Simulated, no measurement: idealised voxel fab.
process module | voxel released beams
cross-section cut | 240 nm wide | cells 5 nm
A cross-section is a grid of square cells, given in bands from the top down. A band is one or more rows of cells.
Each band's line starts with the height of the band's top and of its bottom, in nm. Then come its materials from left to right, each with its width in nm. One material with "throughout" fills the band from edge to edge. "air" is empty space.
Height 0 is the level under which the wafer as received is all one material. The lowest band goes on downwards, as in "0 down".
A width such as "30 to 40" changes by the same amount from each row of cells to the next, from the band's top row to its bottom row.
"no change" after a step means that no cell of the cross-section changed.
closed voids: empty space of 8 cells or more with no open way to the top, each as width x height at its distance from the left edge, in nm
after a step's settings: what the simulator itself notes on the step
overlay nm, on a step with a mask: how far to the right of its planned place the mask lay; to the left if negative
plan
1 op RECEIVE | material Si
2 op CONFORMAL_DEP | material Al2O3 | thk nm 10
3 op DIRECTIONAL_DEP | material SiO2 | thk nm 10
4 op DIRECTIONAL_DEP | material aC | thk nm 15
5 op PATTERN | tone open | mask id ANCHOR | material resist | width nm 35 | thk nm 35 | overlay nm 0
6 op DIRECTIONAL_ETCH | etch materials aC | depth nm 15
7 op STRIP | etch materials resist
8 op DIRECTIONAL_ETCH | etch materials SiO2 | depth nm 10
9 op STRIP | etch materials aC
10 op CONFORMAL_DEP | material W | thk nm 15
11 op DIRECTIONAL_DEP | material aC | thk nm 15
12 op PATTERN | tone cover | mask id BEAM | material resist | width nm 110 | thk nm 30 | overlay nm 0
13 op DIRECTIONAL_ETCH | etch materials aC | depth nm 15
14 op STRIP | etch materials resist
15 op DIRECTIONAL_ETCH | etch materials W | depth nm 15
16 op STRIP | etch materials aC
17 op STRIP | etch materials SiO2
varied across the wafers: width nm of step 5. The plan shows the first wafer's value. All wafers start alike
first wafer as received, after step 1
  0 down: Si throughout
  closed voids: none
each wafer at the end: cells of each material gained (+) or lost (-) since it was received, then its closed voids
width nm 35 | +96 Al2O3 | +78 W | closed voids: none
width nm 40 | +96 Al2O3 | +78 W | closed voids: none
width nm 45 | +96 Al2O3 | +78 W | closed voids: none
width nm 50 | +96 Al2O3 | +78 W | closed voids: none
width nm 55 | +96 Al2O3 | +78 W | closed voids: none
width nm 60 | +96 Al2O3 | +78 W | closed voids: none
